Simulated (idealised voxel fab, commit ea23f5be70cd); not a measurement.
A process module follows: voxel wiring stack.
Section shown: cut. Width: 280 nm. Cell size: 5 nm, square.
Reading order for cross-sections: top band down to bottom band. Underlying form: a grid of square cells. Band size: one or more rows of cells.
The entry gives the band's vertical extent as a top height and a bottom height in nm, then its horizontal make-up as materials from left to right, each with a width in nm. "empty" stands for empty space; a single material marked "edge to edge" fills the band edge to edge.
Where do heights start? At 0: under that level the wafer as delivered is made of one material only. And the lowest band has no floor; it just carries on downward, as in "from 0 down".
The width entry "30..40" should be interpreted row by row: the top row of cells in the band takes the first number, the bottom row takes the second number, and the change between adjacent rows is uniform throughout.
Any step labelled "everything unchanged" changed none of the cells in the cross-section.
Voids not open to the top, 8 cells minimum: see "Non-vented voids". Written width x height at distance; distance is from the left edge; nm.
Read whatever lies past the settings on a step's line as the simulator's own remark about the step.
The setting "overlay nm" may be written on the line of a step. When the step uses a mask, the value reports how far to the right of the planned place the mask lay, and a negative value reports that it lay to the left.
The steps planned for the process are as follows:
1,RECEIVE: material Si
2,CONFORMAL_DEP: material SiO2, thk nm 10
3,CONFORMAL_DEP: material SiCN, thk nm 5
4,DIRECTIONAL_DEP: material lowk, thk nm 25
5,DIRECTIONAL_DEP: material aC, thk nm 10
6,PATTERN: tone open, mask id METAL_1, material resist, width nm 30, pitch nm 55, thk nm 30, overlay nm 0
7,DIRECTIONAL_ETCH: etch materials aC, depth nm 10
8,STRIP: etch materials resist
9,DIRECTIONAL_ETCH: etch materials lowk, depth nm 25
10,DIRECTIONAL_ETCH: etch materials SiCN, depth nm 5
11,STRIP: etch materials aC
12,CONFORMAL_DEP: material TiN, thk nm 5
13,FILL_DEP: material Ru, thk nm 5
14,CMP: height nm 40
15,EPI: material Ru, thk nm 5
16,FILL_DEP: material SiCN, thk nm 5
17,DIRECTIONAL_DEP: material lowk, thk nm 15
18,DIRECTIONAL_DEP: material aC, thk nm 15
19,PATTERN: tone open, mask id PLUG_1, material resist, width nm 15, pitch nm 110, thk nm 35, overlay nm 0
20,DIRECTIONAL_ETCH: etch materials aC, depth nm 15
21,STRIP: etch materials resist
22,DIRECTIONAL_ETCH: etch materials lowk, depth nm 15
23,DIRECTIONAL_ETCH: etch materials SiCN, depth nm 5
24,STRIP: etch materials aC
25,EPI: material Ru, thk nm 10
26,EPI: material Ru, thk nm 10
27,DIRECTIONAL_DEP: material TiN, thk nm 5
28,DIRECTIONAL_DEP: material W, thk nm 25
29,DIRECTIONAL_DEP: material aC, thk nm 10
30,PATTERN: tone cover, mask id METAL_2, material resist, width nm 30, pitch nm 55, thk nm 30, overlay nm -15
31,DIRECTIONAL_ETCH: etch materials aC, depth nm 10
32,STRIP: etch materials resist
33,DIRECTIONAL_ETCH: etch materials W, depth nm 25
34,DIRECTIONAL_ETCH: etch materials TiN, depth nm 5
35,STRIP: etch materials aC
36,CONFORMAL_DEP: material SiCN, thk nm 5
37,FILL_DEP: material lowk, thk nm 5
38,CMP: height nm 95
39,CONFORMAL_DEP: material SiCN, thk nm 5
40,DIRECTIONAL_DEP: material SiO2, thk nm 20
41,MASKED_ETCH: tone open, mask id PLUG_2, width nm 15, pitch nm 55, etch materials SiO2, depth nm 20, overlay nm 0
42,MASKED_ETCH: tone open, mask id PLUG_2, width nm 15, pitch nm 55, etch materials SiCN, depth nm 5, overlay nm 0
43,EPI: material Ru, thk nm 10
44,EPI: material Ru, thk nm 10
45,EPI: material Ru, thk nm 5
46,DIRECTIONAL_DEP: material TiN, thk nm 5
47,DIRECTIONAL_DEP: material Ru, thk nm 25
48,MASKED_ETCH: tone cover, mask id METAL_3, width nm 30, pitch nm 55, etch materials Ru, depth nm 25, overlay nm 0
49,MASKED_ETCH: tone cover, mask id METAL_3, width nm 30, pitch nm 55, etch materials TiN, depth nm 5, overlay nm 0
50,FILL_DEP: material lowk, thk nm 5
51,CMP: height nm 150
52,CONFORMAL_DEP: material SiN, thk nm 5
Variable across wafers: step 30 overlay nm (plan value is that of the first wafer; starting state common to all).
Incoming state of the first of several wafers in cross-section: after step 1:
  from 0 down  Si edge to edge
  Non-vented voids: none
first wafer at the end, after step 52:
  from 155 to 150  SiN edge to edge
  from 150 to 125  lowk (40), Ru (30), lowk (25), Ru (30), lowk (25), Ru (30), lowk (25), Ru (30), lowk (45)
  from 125 to 120  lowk (40), TiN (30), lowk (25), TiN (30), lowk (25), TiN (30), lowk (25), TiN (30), lowk (45)
  from 120 to 100  SiO2 (40), Ru (15), SiO2 (40), Ru (15), SiO2 (40), Ru (15), SiO2 (40), Ru (15), SiO2 (60)
  from 100 to 95  SiCN (40), Ru (15), SiCN (40), Ru (15), SiCN (40), Ru (15), SiCN (40), Ru (15), SiCN (60)
  from 95 to 70  lowk (20), SiCN (5), W (30), SiCN (5), lowk (15), SiCN (5), W (30), SiCN (5), lowk (15), SiCN (5), W (30), SiCN (5), lowk (15), SiCN (5), W (30), SiCN (5), lowk (55)
  from 70 to 65  SiCN (25), TiN (30), SiCN (25), TiN (30), SiCN (25), TiN (30), SiCN (25), TiN (30), SiCN (60)
  from 65 to 50  lowk (40), Ru (15), lowk (95), Ru (15), lowk (115)
  from 50 to 45  SiCN (40), Ru (15), SiCN (95), Ru (15), SiCN (115)
  from 45 to 40  SiCN (35), Ru (40), SiCN (15), Ru (40), SiCN (15), Ru (40), SiCN (15), Ru (40), SiCN (40)
  from 40 to 15  lowk (40), TiN (5), Ru (20), TiN (5), lowk (25), TiN (5), Ru (20), TiN (5), lowk (25), TiN (5), Ru (20), TiN (5), lowk (25), TiN (5), Ru (20), TiN (5), lowk (45)
  from 15 to 10  SiCN (40), TiN (30), SiCN (25), TiN (30), SiCN (25), TiN (30), SiCN (25), TiN (30), SiCN (45)
  from 10 to 0  SiO2 edge to edge
  from 0 down  Si edge to edge
  Non-vented voids: none
So this is the cross-section on the last wafer at the end of the module:
  from 155 to 150  SiN edge to edge
  from 150 to 125  lowk (55), Ru (15), lowk (40), Ru (15), lowk (40), Ru (15), lowk (40), Ru (15), lowk (45)
  from 125 to 120  lowk (40), Ru (15), TiN (15), lowk (25), Ru (15), TiN (15), lowk (25), Ru (15), TiN (15), lowk (25), Ru (15), TiN (15), lowk (45)
  from 120 to 100  SiO2 (40), Ru (15), SiO2 (40), Ru (15), SiO2 (40), Ru (15), SiO2 (40), Ru (15), SiO2 (60)
  from 100 to 95  SiCN (40), TiN (15), SiCN (40), TiN (15), SiCN (40), TiN (15), SiCN (40), TiN (15), SiCN (60)
  from 95 to 70  lowk (50), SiCN (5), W (30), SiCN (5), lowk (15), SiCN (5), W (30), SiCN (5), lowk (15), SiCN (5), W (30), SiCN (5), lowk (15), SiCN (5), W (30), SiCN (5), lowk (25)
  from 70 to 65  SiCN (55), TiN (30), SiCN (25), TiN (30), SiCN (25), TiN (30), SiCN (25), TiN (30), SiCN (30)
  from 65 to 50  lowk (40), Ru (15), lowk (95), Ru (15), lowk (115)
  from 50 to 45  SiCN (40), Ru (15), SiCN (95), Ru (15), SiCN (115)
  from 45 to 40  SiCN (35), Ru (40), SiCN (15), Ru (40), SiCN (15), Ru (40), SiCN (15), Ru (40), SiCN (40)
  from 40 to 15  lowk (40), TiN (5), Ru (20), TiN (5), lowk (25), TiN (5), Ru (20), TiN (5), lowk (25), TiN (5), Ru (20), TiN (5), lowk (25), TiN (5), Ru (20), TiN (5), lowk (45)
  from 15 to 10  SiCN (40), TiN (30), SiCN (25), TiN (30), SiCN (25), TiN (30), SiCN (25), TiN (30), SiCN (45)
  from 10 to 0  SiO2 edge to edge
  from 0 down  Si edge to edge
  Non-vented voids: none
Row per wafer, end-of-module: cell gain (+)/loss (-) by material since the wafer came in, then closed voids:
overlay nm -15, +316 Ru, +222 SiCN, +56 SiN, +288 SiO2, +112 TiN, +120 W, +622 lowk, Non-vented voids: none
overlay nm -10, +316 Ru, +222 SiCN, +56 SiN, +288 SiO2, +112 TiN, +120 W, +622 lowk, Non-vented voids: none
overlay nm -5, +316 Ru, +222 SiCN, +56 SiN, +288 SiO2, +112 TiN, +120 W, +622 lowk, Non-vented voids: none
overlay nm 0, +316 Ru, +222 SiCN, +56 SiN, +288 SiO2, +112 TiN, +120 W, +622 lowk, Non-vented voids: none
overlay nm 5, +316 Ru, +222 SiCN, +56 SiN, +288 SiO2, +112 TiN, +120 W, +622 lowk, Non-vented voids: none
overlay nm 10, +316 Ru, +222 SiCN, +56 SiN, +288 SiO2, +112 TiN, +120 W, +622 lowk, Non-vented voids: none
overlay nm 15, +256 Ru, +222 SiCN, +56 SiN, +288 SiO2, +112 TiN, +120 W, +682 lowk, Non-vented voids: none
